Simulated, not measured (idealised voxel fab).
process module | voxel released beams
cross-section cut | 290 nm wide | cells 5 nm
A cross-section is a grid of square cells, given in bands from the top down. A band is one or more rows of cells.
Each band's line starts with the height of the band's top and of its bottom, in nm. Then come its materials from left to right, each with its width in nm. One material with "throughout" fills the band from edge to edge. "air" is empty space.
Height 0 is the level under which the wafer as received is all one material. The lowest band goes on downwards, as in "0 down".
A width such as "30 to 40" changes by the same amount from each row of cells to the next, from the band's top row to its bottom row.
"no change" after a step means that no cell of the cross-section changed.
closed voids: empty space of 8 cells or more with no open way to the top, each as width x height at its distance from the left edge, in nm
after a step's settings: what the simulator itself notes on the step
overlay nm, on a step with a mask: how far to the right of its planned place the mask lay; to the left if negative
plan
1 op RECEIVE | material Si
2 op CONFORMAL_DEP | material SiN | thk nm 5
3 op DIRECTIONAL_DEP | material SiO2 | thk nm 10
4 op DIRECTIONAL_DEP | material aC | thk nm 10
5 op PATTERN | tone open | mask id ANCHOR | material resist | width nm 40 | thk nm 25 | overlay nm 0
6 op DIRECTIONAL_ETCH | etch materials aC | depth nm 10
7 op STRIP | etch materials resist
8 op DIRECTIONAL_ETCH | etch materials SiO2 | depth nm 10
9 op STRIP | etch materials aC
10 op CONFORMAL_DEP | material W | thk nm 15
11 op MASKED_ETCH | tone cover | mask id BEAM | width nm 120 | etch materials W | depth nm 15 | overlay nm 0
12 op STRIP | etch materials SiO2
first wafer, as planned
as received, after step 1
  0 down: Si throughout
  closed voids: none
after step 2
  5 to 0: SiN throughout
  below 0: unchanged
after step 3
  15 to 5: SiO2 throughout
  below 5: unchanged
after step 4
  25 to 15: aC throughout
  below 15: unchanged
after step 5
  50 to 25: resist 85 | air 40 | resist 165
  below 25: unchanged
after step 6
  40 to 25: resist 85 | air 40 | resist 165
  25 to 15: aC 85 | air 40 | aC 165
  below 15: unchanged
after step 7
  25 to 15: aC 85 | air 40 | aC 165
  below 15: unchanged
after step 8
  25 to 15: aC 85 | air 40 | aC 165
  15 to 5: SiO2 85 | air 40 | SiO2 165
  below 5: unchanged
after step 9
  15 to 5: SiO2 85 | air 40 | SiO2 165
  below 5: unchanged
after step 10
  30 to 20: W 100 | air 10 | W 180
  20 to 15: W throughout
  15 to 5: SiO2 85 | W 40 | SiO2 165
  below 5: unchanged
after step 11
  30 to 20: air 80 | W 20 | air 10 | W 90 | air 90
  20 to 15: air 80 | W 120 | air 90
  below 15: unchanged
after step 12
  30 to 20: air 80 | W 20 | air 10 | W 90 | air 90
  20 to 15: air 80 | W 120 | air 90
  15 to 5: air 85 | W 40 | air 165
  below 5: unchanged
second wafer: like start, like plan, one mistake. Through step 10 it matches the first wafer
when step 11 should have ended
  30 to 20: air 80 | W 20 | air 10 | W 95 | air 85
  20 to 15: air 80 | W 125 | air 85
  below 15: unchanged
when step 12 should have ended
  30 to 20: air 80 | W 20 | air 10 | W 95 | air 85
  20 to 15: air 80 | W 125 | air 85
  15 to 5: air 85 | W 40 | air 165
  below 5: unchanged
what went wrong: step 11 ran as: op MASKED_ETCH | tone cover | mask id BEAM | width nm 125 | etch materials W | depth nm 15 | overlay nm 0
at the end the second wafer has, in cells: 3 more of W
